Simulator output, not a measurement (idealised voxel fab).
process module | voxel capacitor over wiring
The cross-section shown here is cut; it is 150 nm wide and divided into square cells measuring 5 nm on a side.
Cross-sections here: square-cell grids, written as top-down lists of bands, a band being one or more rows of cells. It is stipulated that each band's entry specify, in nanometres, the height of the top of the band and then that of its bottom, followed by the materials of the band in left-to-right sequence, each together with its width in nanometres. A single material marked by the word "everywhere" is understood to fill the band from edge to edge; the word "blank" is understood to denote empty space. Basically, 0 is our baseline, since under it the wafer straight out of the box is all one material. The bottom band has no lower end and keeps on going down, so it looks like "0 down". The two numbers in a width such as "30->40" mark its ends across the band: the first belongs to the top row of cells, the second to the bottom row, and from each row to the next the width moves by the same amount. Where a step carries "no change occurred", the cross-section came out of it unchanged, cell for cell. Fully enclosed voids: empty space of 8 cells or more with no open way to the top, each as width x height at its distance from the left edge, in nm. What comes after the settings on a step's line is commentary from the simulator itself on that step. The line of a step may include "overlay nm". On a step with a mask, this value is how far to the right of its planned place the mask lay. A negative value means the mask lay to the left.

Below is the list of planned process steps
1) RECEIVE, material Si
2) CONFORMAL_DEP, material SiO2, thk nm 10
3) DIRECTIONAL_DEP, material TiN, thk nm 5
4) DIRECTIONAL_DEP, material W, thk nm 15
5) MASKED_ETCH, tone cover, mask id METAL_1, width nm 30, pitch nm 90, etch materials W, depth nm 15, overlay nm 0
6) MASKED_ETCH, tone cover, mask id METAL_1, width nm 30, pitch nm 90, etch materials TiN, depth nm 5, overlay nm 0
7) CONFORMAL_DEP, material SiCN, thk nm 5
8) FILL_DEP, material lowk, thk nm 5
9) CMP, height nm 30
10) CONFORMAL_DEP, material SiCN, thk nm 5
11) DIRECTIONAL_DEP, material lowk, thk nm 15
12) MASKED_ETCH, tone open, mask id PLUG_1, width nm 15, etch materials lowk, depth nm 15, overlay nm 0
13) MASKED_ETCH, tone open, mask id PLUG_1, width nm 15, etch materials SiCN, depth nm 5, overlay nm 0
14) EPI, material Ru, thk nm 10
15) EPI, material Ru, thk nm 10
16) DIRECTIONAL_DEP, material TiN, thk nm 10
17) DIRECTIONAL_DEP, material SiN, thk nm 5
18) DIRECTIONAL_DEP, material TiN, thk nm 10
19) DIRECTIONAL_DEP, material aC, thk nm 15
20) PATTERN, tone cover, mask id UPPER_PLATE, material resist, width nm 65, thk nm 35, overlay nm 0
21) DIRECTIONAL_ETCH, etch materials aC, depth nm 15
22) STRIP, etch materials resist
23) DIRECTIONAL_ETCH, etch materials TiN, depth nm 10
24) DIRECTIONAL_ETCH, etch materials SiN, depth nm 5
25) STRIP, etch materials aC
26) DIRECTIONAL_DEP, material aC, thk nm 15
27) PATTERN, tone cover, mask id LOWER_PLATE, material resist, width nm 75, thk nm 35, overlay nm -10
28) DIRECTIONAL_ETCH, etch materials aC, depth nm 15
29) STRIP, etch materials resist
30) DIRECTIONAL_ETCH, etch materials TiN, depth nm 10
31) STRIP, etch materials aC
32) FILL_DEP, material SiO2, thk nm 15
33) CMP, height nm 85
34) PATTERN, tone open, mask id PLUG_2, material resist, width nm 15, thk nm 20, overlay nm 0
35) DIRECTIONAL_ETCH, etch materials SiO2, depth nm 10
36) STRIP, etch materials resist
37) CONFORMAL_DEP, material TiN, thk nm 5
38) FILL_DEP, material Cu, thk nm 10
39) CMP, height nm 85
40) CONFORMAL_DEP, material SiCN, thk nm 5
Variable across wafers: step 27 overlay nm (plan value is that of the first wafer; starting state common to all).

Cross-sectional view of the first of several wafers in the as-received condition, corresponding to the state following step 1
> 0 down: Si everywhere
> Fully enclosed voids: none

The rows of the table below are wafers. Looking at the end of the module, a row counts, for every material, the cells the wafer has gained, shown as (+), or lost, shown as (-), since it was received; its closed voids come next
overlay nm -10; +1 Cu; +12 Ru; +87 SiCN; +13 SiN; +195 SiO2; +73 TiN; +36 W; +123 lowk; Fully enclosed voids: none
overlay nm -5; +1 Cu; +12 Ru; +87 SiCN; +13 SiN; +195 SiO2; +73 TiN; +36 W; +123 lowk; Fully enclosed voids: none
overlay nm 0; +1 Cu; +12 Ru; +87 SiCN; +13 SiN; +195 SiO2; +73 TiN; +36 W; +123 lowk; Fully enclosed voids: none
overlay nm 5; +1 Cu; +12 Ru; +87 SiCN; +13 SiN; +195 SiO2; +73 TiN; +36 W; +123 lowk; Fully enclosed voids: none
overlay nm 10; +1 Cu; +12 Ru; +87 SiCN; +13 SiN; +195 SiO2; +73 TiN; +36 W; +123 lowk; Fully enclosed voids: none
overlay nm 15; +1 Cu; +12 Ru; +87 SiCN; +13 SiN; +195 SiO2; +73 TiN; +36 W; +123 lowk; Fully enclosed voids: none
